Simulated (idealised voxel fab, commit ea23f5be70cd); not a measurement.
This is a process module. Its name is voxel self aligned vias.
Section cut is 260 nm wide and gridded with 5 nm square cells.
The cross-sections in this document take the form of a grid made of square cells. They are written out as bands, in order from top to bottom. Each band consists of one or more rows of cells.
Band entry format. Leading values: height of top, height of bottom, nm. Remainder: materials in left-to-right order, each with its width in nm. Special words: "full width" on a single material, which then fills the band edge to edge; "empty", empty space.
A quick word on heights: they are counted from 0, and under that level the wafer as it came to us is one material throughout. The lowest band is different from the rest in having no bottom; it simply continues downward, written as in "from 0 down".
Read "30->40" as a graded width: first number on top, second number at the bottom, same change between each pair of neighbouring rows.
"same as before", as given for a step, is the statement that not any cell of the cross-section underwent a change during that step.
Reported under the label "Sealed internal voids" are the empty spaces having no open way to the top and comprising 8 cells or more; the notation for each is width x height at distance, in which the distance is measured from the left edge and all three values are in nm.
Where a step's line continues beyond its settings, the continuation is a remark by the simulator itself on that step.
"overlay nm", when on a step's line for a step with a mask, measures how far to the right of its planned place the mask lay; a negative measure means to the left.

### Planned step list for the process
step 1: RECEIVE | material Si
step 2: CONFORMAL_DEP | material SiO2 | thk nm 10
step 3: CONFORMAL_DEP | material SiCN | thk nm 5
step 4: DIRECTIONAL_DEP | material lowk | thk nm 30
step 5: MASKED_ETCH | tone open | mask id LINES | width nm 30 | pitch nm 70 | etch materials lowk | depth nm 30 | overlay nm 0
step 6: CONFORMAL_DEP | material TiN | thk nm 5
step 7: FILL_DEP | material Ru | thk nm 5
step 8: CMP | height nm 45
step 9: SELECTIVE_ETCH | etch materials W Ru TiN | depth nm 10
step 10: FILL_DEP | material SiN | thk nm 5
step 11: CMP | height nm 45
step 12: DIRECTIONAL_DEP | material lowk | thk nm 15
step 13: MASKED_ETCH | tone open | mask id VIAS | width nm 50 | pitch nm 140 | etch materials lowk | depth nm 15 | overlay nm 0
step 14: MASKED_ETCH | tone open | mask id VIAS | width nm 50 | pitch nm 140 | etch materials SiN | depth nm 10 | overlay nm 0
step 15: CONFORMAL_DEP | material TiN | thk nm 5
step 16: FILL_DEP | material Ru | thk nm 10
step 17: CMP | height nm 60
step 18: CONFORMAL_DEP | material SiCN | thk nm 5

### Cross-section, incoming material, after step 1
* from 0 down = Si full width
* Sealed internal voids: none

### End-of-module cross-section of the first of two wafers, processed as planned
* from 65 to 60 = SiCN full width
* from 60 to 50 = 35 of lowk | 5 of TiN | 40 of Ru | 5 of TiN | 90 of lowk | 5 of TiN | 40 of Ru | 5 of TiN | 35 of lowk
* from 50 to 45 = 35 of lowk | 15 of TiN | 20 of Ru | 15 of TiN | 90 of lowk | 15 of TiN | 20 of Ru | 15 of TiN | 35 of lowk
* from 45 to 40 = 45 of lowk | 5 of TiN | 20 of Ru | 5 of TiN | 40 of lowk | 30 of SiN | 40 of lowk | 5 of TiN | 20 of Ru | 5 of TiN | 45 of lowk
* from 40 to 35 = 45 of lowk | 30 of TiN | 40 of lowk | 30 of SiN | 40 of lowk | 30 of TiN | 45 of lowk
* from 35 to 20 = 45 of lowk | 5 of TiN | 20 of Ru | 5 of TiN | 40 of lowk | 5 of TiN | 20 of Ru | 5 of TiN | 40 of lowk | 5 of TiN | 20 of Ru | 5 of TiN | 45 of lowk
* from 20 to 15 = 45 of lowk | 30 of TiN | 40 of lowk | 30 of TiN | 40 of lowk | 30 of TiN | 45 of lowk
* from 15 to 10 = SiCN full width
* from 10 to 0 = SiO2 full width
* from 0 down = Si full width
* Sealed internal voids: none

### Cross-section, second wafer: same start as the first, same plan as the first, one mistake in running it; taken at the end of the module
* from 65 to 60 = SiCN full width
* from 60 to 45 = 35 of lowk | 5 of TiN | 40 of Ru | 5 of TiN | 90 of lowk | 5 of TiN | 40 of Ru | 5 of TiN | 35 of lowk
* from 45 to 40 = 35 of SiN | 15 of TiN | 20 of Ru | 15 of TiN | 90 of SiN | 15 of TiN | 20 of Ru | 15 of TiN | 35 of SiN
* from 40 to 35 = 45 of lowk | 30 of TiN | 40 of lowk | 30 of SiN | 40 of lowk | 30 of TiN | 45 of lowk
* from 35 to 15 = 45 of lowk | 5 of TiN | 20 of Ru | 5 of TiN | 40 of lowk | 5 of TiN | 20 of Ru | 5 of TiN | 40 of lowk | 5 of TiN | 20 of Ru | 5 of TiN | 45 of lowk
* from 15 to 10 = 45 of lowk | 30 of TiN | 40 of lowk | 30 of TiN | 40 of lowk | 30 of TiN | 45 of lowk
* from 10 to 0 = SiO2 full width
* from 0 down = Si full width
* Sealed internal voids: none
What was the processing mistake? the plan's step 3 was left out and never carried out
Bottom line after processing is that, in cells, the second wafer is up or down on some materials versus the first: +20 Ru | -52 SiCN | +26 SiN | +6 TiN
